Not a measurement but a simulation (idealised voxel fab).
Process module in this document: voxel capacitor over wiring
Cross-section cut spans 260 nm and uses square cells 5 nm in size.
A cross-section is written here as square cells arranged in a grid, and it is given in bands from the top down, each band taking up one or more rows of cells.
Band entry format. Leading values: height of top, height of bottom, nm. Remainder: materials in left-to-right order, each with its width in nm. Special words: "everywhere" on a single material, which then fills the band edge to edge; "empty", empty space.
Height datum 0, below which the as-received substrate wafer is one material. Lowest band open at the bottom, running downward: "z 0 and below".
You'd read "30..40" like this: the band's top row of cells is as wide as the first number, its bottom row is as wide as the second, and going down, every row changes width by the same amount as the row before did.
What does "nothing was modified" mean for a step? It means no cell of the cross-section changed in that step.
In "Enclosed void catalog" the enclosed voids are listed, meaning empty spaces of 8 cells or larger without any opening to the top. The form is width x height at distance, distance from the left edge, units nm.
Where a step's line continues beyond its settings, the continuation is a remark by the simulator itself on that step.
overlay nm: on a step with a mask, how far right of its planned place the mask lay; negative means left.

Steps in the process plan
step 1: RECEIVE (material Si)
step 2: CONFORMAL_DEP (material SiO2; thk nm 10)
step 3: CONFORMAL_DEP (material SiN; thk nm 5)
step 4: DIRECTIONAL_DEP (material lowk; thk nm 25)
step 5: DIRECTIONAL_DEP (material aC; thk nm 15)
step 6: PATTERN (tone open; mask id METAL_1; material resist; width nm 20; pitch nm 80; thk nm 30; overlay nm 0)
step 7: DIRECTIONAL_ETCH (etch materials aC; depth nm 15)
step 8: STRIP (etch materials resist)
step 9: DIRECTIONAL_ETCH (etch materials lowk; depth nm 25)
step 10: DIRECTIONAL_ETCH (etch materials SiN; depth nm 5)
step 11: STRIP (etch materials aC)
step 12: CONFORMAL_DEP (material TiN; thk nm 5)
step 13: FILL_DEP (material Cu; thk nm 5)
step 14: CMP (height nm 40)
step 15: CONFORMAL_DEP (material SiCN; thk nm 5)
step 16: DIRECTIONAL_DEP (material SiO2; thk nm 20)
step 17: PATTERN (tone open; mask id PLUG_1; material resist; width nm 15; thk nm 20; overlay nm 0)
step 18: DIRECTIONAL_ETCH (etch materials SiO2; depth nm 20)
step 19: DIRECTIONAL_ETCH (etch materials SiCN; depth nm 5)
step 20: STRIP (etch materials resist)
step 21: EPI (material Ru; thk nm 10)
step 22: EPI (material Ru; thk nm 10)
step 23: EPI (material Ru; thk nm 5)
step 24: DIRECTIONAL_DEP (material TiN; thk nm 5)
step 25: DIRECTIONAL_DEP (material Al2O3; thk nm 5)
step 26: DIRECTIONAL_DEP (material TiN; thk nm 5)
step 27: PATTERN (tone cover; mask id UPPER_PLATE; material resist; width nm 65; thk nm 20; overlay nm 0)
step 28: DIRECTIONAL_ETCH (etch materials TiN; depth nm 5)
step 29: DIRECTIONAL_ETCH (etch materials Al2O3; depth nm 5)
step 30: STRIP (etch materials resist)
step 31: DIRECTIONAL_DEP (material aC; thk nm 10)
step 32: PATTERN (tone cover; mask id LOWER_PLATE; material resist; width nm 75; thk nm 25; overlay nm 0)
step 33: DIRECTIONAL_ETCH (etch materials aC; depth nm 10)
step 34: STRIP (etch materials resist)
step 35: DIRECTIONAL_ETCH (etch materials TiN; depth nm 5)
step 36: STRIP (etch materials aC)
step 37: FILL_DEP (material SiO2; thk nm 20)
step 38: CMP (height nm 95)
step 39: DIRECTIONAL_DEP (material aC; thk nm 15)
step 40: PATTERN (tone open; mask id PLUG_2; material resist; width nm 15; thk nm 30; overlay nm 0)
step 41: DIRECTIONAL_ETCH (etch materials aC; depth nm 15)
step 42: STRIP (etch materials resist)
step 43: DIRECTIONAL_ETCH (etch materials SiO2; depth nm 15)
step 44: STRIP (etch materials aC)
step 45: CONFORMAL_DEP (material TiN; thk nm 5)
step 46: FILL_DEP (material Cu; thk nm 10)
step 47: CMP (height nm 95)
step 48: CONFORMAL_DEP (material SiN; thk nm 5)

Cross-section of the wafer upon arrival, representing the state reached after step 1
> z 0 and below = Si everywhere
> Enclosed void catalog: none

Final wafer profile in cross-section after the module, from the same start and plan as above, with one mistake made during processing
> z 100 to 95 = SiN everywhere
> z 95 to 85 = 95 of SiO2 | 5 of TiN | 5 of Cu | 5 of TiN | 150 of SiO2
> z 85 to 80 = 95 of SiO2 | 15 of TiN | 150 of SiO2
> z 80 to 75 = SiO2 everywhere
> z 75 to 70 = 85 of SiO2 | 65 of Al2O3 | 110 of SiO2
> z 70 to 65 = 80 of TiN | 5 of SiO2 | 65 of TiN | 5 of SiO2 | 105 of TiN
> z 65 to 45 = 85 of SiO2 | 15 of Ru | 160 of SiO2
> z 45 to 40 = 85 of SiCN | 15 of Ru | 160 of SiCN
> z 40 to 15 = 80 of lowk | 5 of TiN | 10 of Cu | 5 of TiN | 60 of lowk | 5 of TiN | 10 of Cu | 5 of TiN | 80 of lowk
> z 15 to 10 = 80 of SiN | 20 of TiN | 60 of SiN | 20 of TiN | 80 of SiN
> z 10 to 0 = SiO2 everywhere
> z 0 and below = Si everywhere
> Enclosed void catalog: none
what went wrong: in deviation from the planned setting, step 32 was conducted as PATTERN (tone open; mask id LOWER_PLATE; material resist; width nm 75; thk nm 25; overlay nm 0)
